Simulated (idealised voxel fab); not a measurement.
A process module follows: voxel ribs on slabs.
Displayed cross-section: cut, width of 190 nm, square cells sized 5 nm.
The cross-sections in this document take the form of a grid made of square cells. They are written out as bands, in order from top to bottom. Each band consists of one or more rows of cells.
What a band's entry tells you: where the top is and where the bottom is, as heights in nm, and after that what lies inside, material by material from left to right, each with its width in nm. Empty space is written as the word "blank", and a single material marked with the word "everywhere" occupies the band from edge to edge.
Counting heights begins at 0, where everything beneath is, in the wafer as received, one material. The lowest band has no bottom; it goes on downwards, as "0 nm and below" shows.
Width: "30 to 40" (first number = top row, second number = bottom row, same change from row to row of cells).
Reading "remains unaltered" for a step: not a cell of the cross-section changed in it.
The entry "Encapsulated voids" lists the empty spaces that cover at least 8 cells and have no open path to the top. Each is written as width x height at distance, where the distance is measured from the left edge and all three values are in nm.
Where a step's line continues beyond its settings, the continuation is a remark by the simulator itself on that step.
The "overlay nm" setting may appear on a step's line; for a step that uses a mask, it gives how far to the right of its planned position the mask lay, and a negative value indicates the left.

### The process steps that were planned are listed below
1. RECEIVE, material Si
2. DIRECTIONAL_DEP, material SiO2, thk nm 20
3. DIRECTIONAL_DEP, material polySi, thk nm 25
4. DIRECTIONAL_DEP, material aC, thk nm 10
5. PATTERN, tone cover, mask id RIB, material resist, width nm 25, thk nm 25, overlay nm 0
6. DIRECTIONAL_ETCH, etch materials aC, depth nm 10
7. STRIP, etch materials resist
8. DIRECTIONAL_ETCH, etch materials polySi, depth nm 10
9. STRIP, etch materials aC
10. PATTERN, tone cover, mask id SLAB, material resist, width nm 75, thk nm 20, overlay nm 0
11. DIRECTIONAL_ETCH, etch materials polySi, depth nm 15
12. STRIP, etch materials resist
13. FILL_DEP, material SiO2, thk nm 25
14. CMP, height nm 65
15. DIRECTIONAL_DEP, material W, thk nm 5
16. MASKED_ETCH, tone cover, mask id HEATER, width nm 35, etch materials W, depth nm 5, overlay nm 0
17. CONFORMAL_DEP, material SiN, thk nm 5

### Delivered wafer in cross-section: state after step 1
- 0 nm and below: Si everywhere
- Encapsulated voids: none

### Starting structure and process plan are as shown above, but one mistake was made in running the module; the wafer cross-section at the end of the module follows
- 75 nm to 70 nm: blank 70; SiN 45; blank 75
- 70 nm to 65 nm: SiN 75; W 35; SiN 80
- 65 nm to 25 nm: SiO2 everywhere
- 25 nm to 0 nm: polySi everywhere
- 0 nm and below: Si everywhere
- Encapsulated voids: none
The plan and the run diverged here: step 2 ran in the slot meant for step 3, and vice versa
